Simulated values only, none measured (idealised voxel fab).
The following is a process module called voxel air gaps.
Cross-section cut spans 210 nm and uses square cells 5 nm in size.
When this document writes out a cross-section, it uses a grid of square cells and lists it as bands, beginning at the top and moving down, with a band standing for one or more rows of cells.
This entry defines a band. It first specifies the height of the band's top and the height of its bottom in nm, and then specifies the band's materials from left to right, stating each material with its width in nm. The word "all across" identifies a single material that fills the band from edge to edge, while the word "blank" identifies empty space.
Zero point of the height axis is 0; under it, received wafer = one material. Lowest band: continues down indefinitely, "top 0, no bottom".
The expression "30 to 40" gives the width at the extremes of the band, the first number at its top row of cells and the second at its bottom row, with the width changing by equal amounts from each row to the next in between.
"nothing got changed" -> step changed no cross-section cell.
Entry "Entrapped voids". Content: empty spaces with no open connection to the top, size 8 cells or greater. Each: width x height at distance. Distance: from left edge. Unit: nm.
On each step's line, the part that comes after the settings is the simulator's own comment on the step.
The setting "overlay nm" may be written on the line of a step. When the step uses a mask, the value reports how far to the right of the planned place the mask lay, and a negative value reports that it lay to the left.

[Intended process steps]
| 1 | RECEIVE | material Si |
| 2 | CONFORMAL_DEP | material SiO2 | thk nm 15 |
| 3 | CONFORMAL_DEP | material SiCN | thk nm 5 |
| 4 | DIRECTIONAL_DEP | material lowk | thk nm 40 |
| 5 | PATTERN | tone open | mask id LINES | material resist | width nm 20 | pitch nm 45 | thk nm 20 | overlay nm 0 |
| 6 | DIRECTIONAL_ETCH | etch materials lowk | depth nm 40 |
| 7 | STRIP | etch materials resist |
| 8 | CONFORMAL_DEP | material TiN | thk nm 5 |
| 9 | FILL_DEP | material W | thk nm 10 |
| 10 | CMP | height nm 60 |
| 11 | EPI | material Ru | thk nm 10 |
| 12 | SELECTIVE_ETCH | etch materials lowk | depth nm 50 |
| 13 | CONFORMAL_DEP | material SiCN | thk nm 5 |

[Step 1 complete: cross-section of the wafer as received]
* top 0, no bottom = Si all across
* Entrapped voids: none

[Cross-sectional view of the first of the two wafers upon completion of the module, processed in accordance with the plan]
* top 75, bottom 70 = blank (35)  SiCN (140)  blank (35)
* top 70, bottom 60 = blank (35)  SiCN (5)  Ru (40)  SiCN (5)  Ru (40)  SiCN (5)  Ru (40)  SiCN (5)  blank (35)
* top 60, bottom 55 = blank (35)  SiCN (15)  TiN (5)  W (10)  TiN (5)  SiCN (25)  TiN (5)  W (10)  TiN (5)  SiCN (25)  TiN (5)  W (10)  TiN (5)  SiCN (15)  blank (35)
* top 55, bottom 25 = blank (45)  SiCN (5)  TiN (5)  W (10)  TiN (5)  SiCN (5)  blank (15)  SiCN (5)  TiN (5)  W (10)  TiN (5)  SiCN (5)  blank (15)  SiCN (5)  TiN (5)  W (10)  TiN (5)  SiCN (5)  blank (45)
* top 25, bottom 20 = SiCN (50)  TiN (20)  SiCN (25)  TiN (20)  SiCN (25)  TiN (20)  SiCN (50)
* top 20, bottom 15 = SiCN all across
* top 15, bottom 0 = SiO2 all across
* top 0, no bottom = Si all across
* Entrapped voids: 15 x 30 at 75; 15 x 30 at 120

[Wafer two, sectioned after the module: the first wafer's start, the first wafer's plan, and one mistake in how it was run]
* top 75, bottom 70 = blank (45)  SiCN (140)  blank (25)
* top 70, bottom 60 = blank (45)  SiCN (5)  Ru (40)  SiCN (5)  Ru (40)  SiCN (5)  Ru (40)  SiCN (5)  blank (25)
* top 60, bottom 55 = blank (45)  SiCN (15)  TiN (5)  W (10)  TiN (5)  SiCN (25)  TiN (5)  W (10)  TiN (5)  SiCN (25)  TiN (5)  W (10)  TiN (5)  SiCN (15)  blank (25)
* top 55, bottom 25 = blank (55)  SiCN (5)  TiN (5)  W (10)  TiN (5)  SiCN (5)  blank (15)  SiCN (5)  TiN (5)  W (10)  TiN (5)  SiCN (5)  blank (15)  SiCN (5)  TiN (5)  W (10)  TiN (5)  SiCN (5)  blank (35)
* top 25, bottom 20 = SiCN (60)  TiN (20)  SiCN (25)  TiN (20)  SiCN (25)  TiN (20)  SiCN (40)
* top 20, bottom 15 = SiCN all across
* top 15, bottom 0 = SiO2 all across
* top 0, no bottom = Si all across
* Entrapped voids: 15 x 30 at 85; 15 x 30 at 130
The plan and the run diverged here: step 5 changed vs plan, executed as PATTERN | tone open | mask id LINES | material resist | width nm 20 | pitch nm 45 | thk nm 20 | overlay nm 10
Final state: per-material cell counts identical on both wafers; locations differ.
